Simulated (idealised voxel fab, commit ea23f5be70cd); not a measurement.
The process module that follows is named voxel fin reveal.
The cross-section on display is named cut; it measures 275 nm wide, and its cells are 5 nm squares.
In what follows, cross-sections appear as grids of square cells, described through bands that run from the top down, where every band is one or more rows of cells. The band entry comprises the height of the band's top followed by the height of its bottom, expressed in nm, and subsequently the band's materials from left to right, each stated together with its width in nm. Where a single material is marked with the word "throughout", that material fills the band from edge to edge. The word "empty" represents empty space. Convention: height 0 is the level below which the wafer, as received, is all one material. The lowest band does not terminate at the bottom but continues downward, represented as "0 and below". It should be noted that a width expressed as "30..40" varies in equal increments from row to row of cells within the band, taking the value of the first number at the top row and that of the second number at the bottom row. Where the words "nothing got changed" appear for a step, the cross-section shows no cell changed by that step; every cell remained as before. The entry titled "Encapsulated voids" provides the empty spaces that have no open way to the top, restricted to those of 8 cells or more. Each is presented as width x height at distance, the distance being measured from the left edge, with all three in nm. On a step's line, text after the settings is the simulator commenting on that step. overlay nm: where the mask lay relative to plan, measured to the right, on steps with a mask; negatives go left.

# The planned process steps are enumerated hereunder
1) op RECEIVE | material Si
2) op CONFORMAL_DEP | material SiN | thk nm 5
3) op MASKED_ETCH | tone cover | mask id FINS | width nm 15 | pitch nm 40 | etch materials SiN | depth nm 5 | overlay nm 0
4) op MASKED_ETCH | tone cover | mask id FINS | width nm 15 | pitch nm 40 | etch materials Si | depth nm 35 | overlay nm 0
5) op FILL_DEP | material SiO2 | thk nm 10
6) op CMP | height nm 5
7) op SELECTIVE_ETCH | etch materials SiO2 | depth nm 25
8) op STRIP | etch materials SiN
9) op CONFORMAL_DEP | material HfO2 | thk nm 5
Heads up: all these wafers start the same, and what changes between them is the width nm in step 3. The value you see in the plan is just what the first wafer got.

# First of several wafers (as received, post step 1), cross-sectional view
  0 and below  Si throughout
  Encapsulated voids: none

# Every row in this table is a wafer at the end of the module, and it gives, for each of the materials, the cells that wafer has gained (+) or lost (-) since it was received, then its closed voids
width nm 15; +71 HfO2; -343 Si; +147 SiO2; Encapsulated voids: none
width nm 20; +71 HfO2; -329 Si; +141 SiO2; Encapsulated voids: none
width nm 25; +71 HfO2; -315 Si; +135 SiO2; Encapsulated voids: none
